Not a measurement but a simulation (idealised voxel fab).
A process module follows: voxel released beams.
This is section cut - it's 145 nm across, gridded in 5 nm square cells.
In this document a cross-section is written as a grid of square cells. It is given as a series of bands, listed from the top down, and a band is one or more rows of cells.
In this notation a band is specified by the heights of its top and bottom, in that order and in nm, after which its materials appear from left to right, each paired with its width in nm. The word "everywhere" attached to a single material means that material fills the band from edge to edge; the word "empty" stands for empty space.
Height is counted from the level 0, under which the received wafer is composed throughout of one material. The lowest of the bands is not closed at the bottom but continues downward, in the notation "0 down".
A two-number width, for instance "30->40", indicates that the width is equal to the first number in the top row of the band and to the second number in the bottom row, and that it changes by a constant amount per row of cells.
It should be understood that the words "left unchanged", when stated for a given step, signify that the cross-section underwent no change in any of its cells during that step.
This entry, "Sealed voids", enumerates those empty regions of no fewer than 8 cells that possess no open connection to the top. Each region is reported in the form width x height at distance, the distance being taken from the left edge, with all three quantities expressed in nm.
That trailing text on a step's line, after the settings, is the simulator's own remark on the step.
overlay nm, on a step with a mask: how far to the right of its planned place the mask lay; to the left if negative

# Process steps (planned)
- 1: RECEIVE with material Si
- 2: CONFORMAL_DEP with material Al2O3, thk nm 5
- 3: DIRECTIONAL_DEP with material SiO2, thk nm 20
- 4: MASKED_ETCH with tone open, mask id ANCHOR, width nm 45, etch materials SiO2, depth nm 20, overlay nm 0
- 5: CONFORMAL_DEP with material polySi, thk nm 15
- 6: MASKED_ETCH with tone cover, mask id BEAM, width nm 90, etch materials polySi, depth nm 15, overlay nm 0
- 7: STRIP with etch materials SiO2

# Wafer cross-section on receipt, i.e. after step 1
0 down  Si everywhere
Sealed voids: none

# First of two wafers, end-of-module section, run followed plan
40 to 25  empty=25, polySi=20, empty=15, polySi=55, empty=30
25 to 20  empty=30, polySi=15, empty=15, polySi=15, empty=70
20 to 5  empty=30, polySi=45, empty=70
5 to 0  Al2O3 everywhere
0 down  Si everywhere
Sealed voids: none

# Wafer two, sectioned after the module: the first wafer's start, the first wafer's plan, and one mistake in how it was run
55 to 40  empty=25, polySi=90, empty=30
40 to 25  polySi everywhere
25 to 5  SiO2=30, polySi=45, SiO2=70
5 to 0  Al2O3 everywhere
0 down  Si everywhere
Sealed voids: none
Want to know what went wrong? step 5 from the plan got run twice
End check, counted in cells, second wafer has more or fewer of these materials than the first: SiO2: 80 more | polySi: 99 more
